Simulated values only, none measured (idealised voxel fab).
process module | voxel ribs on slabs
We display cut, a cross-section 145 nm in width whose square cells are each 5 nm.
Cross-section layout: square cells on a grid; listed as bands, top to bottom; a band spans one or more cell rows.
Read a band's entry like this: the first values are the height of its top and the height of its bottom in nm, and what follows is the sequence of materials from left to right, each with its width in nm. Note that "blank" is empty space, and that a single material marked "edge to edge" reaches across the band from edge to edge.
Heights are measured from 0, the level below which the as-received wafer is all one material; the lowest band has no bottom and continues downward, written as in "0 -> down".
So if you see something like "30..40" for the width, read it as the top row of the band sitting at the first number and the bottom row at the second, with every row in between moving by the same amount as the last.
When a step is marked "no modification", none of the cells in the cross-section changed during that step.
So "Unvented voids" is basically the list of trapped voids: any empty space of 8 cells or more that can't reach the top through an opening. They're written width x height at distance, the distance being from the left edge, and it's all nm.
Note: text after step settings on the step line = simulator remark on that step.
overlay nm: right-of-plan distance of the mask on a masked step; negative values mean left-of-plan.

### Process steps (planned)
| 1 | RECEIVE with material Si |
| 2 | DIRECTIONAL_DEP with material SiO2, thk nm 25 |
| 3 | DIRECTIONAL_DEP with material polySi, thk nm 20 |
| 4 | DIRECTIONAL_DEP with material aC, thk nm 10 |
| 5 | PATTERN with tone cover, mask id RIB, material resist, width nm 20, thk nm 25, overlay nm 0 |
| 6 | DIRECTIONAL_ETCH with etch materials aC, depth nm 10 |
| 7 | STRIP with etch materials resist |
| 8 | DIRECTIONAL_ETCH with etch materials polySi, depth nm 15 |
| 9 | STRIP with etch materials aC |
| 10 | DIRECTIONAL_DEP with material aC, thk nm 15 |
| 11 | PATTERN with tone cover, mask id SLAB, material resist, width nm 60, thk nm 30, overlay nm 0 |
| 12 | DIRECTIONAL_ETCH with etch materials aC, depth nm 15 |
| 13 | STRIP with etch materials resist |
| 14 | DIRECTIONAL_ETCH with etch materials polySi, depth nm 5 |
| 15 | STRIP with etch materials aC |
| 16 | FILL_DEP with material SiO2, thk nm 20 |
| 17 | CMP with height nm 55 |
| 18 | DIRECTIONAL_DEP with material TiN, thk nm 10 |
| 19 | PATTERN with tone cover, mask id HEATER, material resist, width nm 30, thk nm 20, overlay nm 0 |
| 20 | DIRECTIONAL_ETCH with etch materials TiN, depth nm 10 |
| 21 | STRIP with etch materials resist |
| 22 | CONFORMAL_DEP with material SiO2, thk nm 10 |

### as received, after step 1
0 -> down | Si edge to edge
Unvented voids: none

### Below is the wafer in cross-section after the module was completed. It began from the starting point shown above and followed the plan shown above, except that one mistake was made while running it
65 -> 55 | blank 55 / TiN 30 / blank 60
55 -> 45 | SiO2 edge to edge
45 -> 30 | SiO2 60 / polySi 20 / SiO2 65
30 -> 25 | SiO2 40 / polySi 60 / SiO2 45
25 -> 0 | SiO2 edge to edge
0 -> down | Si edge to edge
Unvented voids: none
The plan and the run diverged here: it should be noted that step 22 of the plan was omitted and was not performed
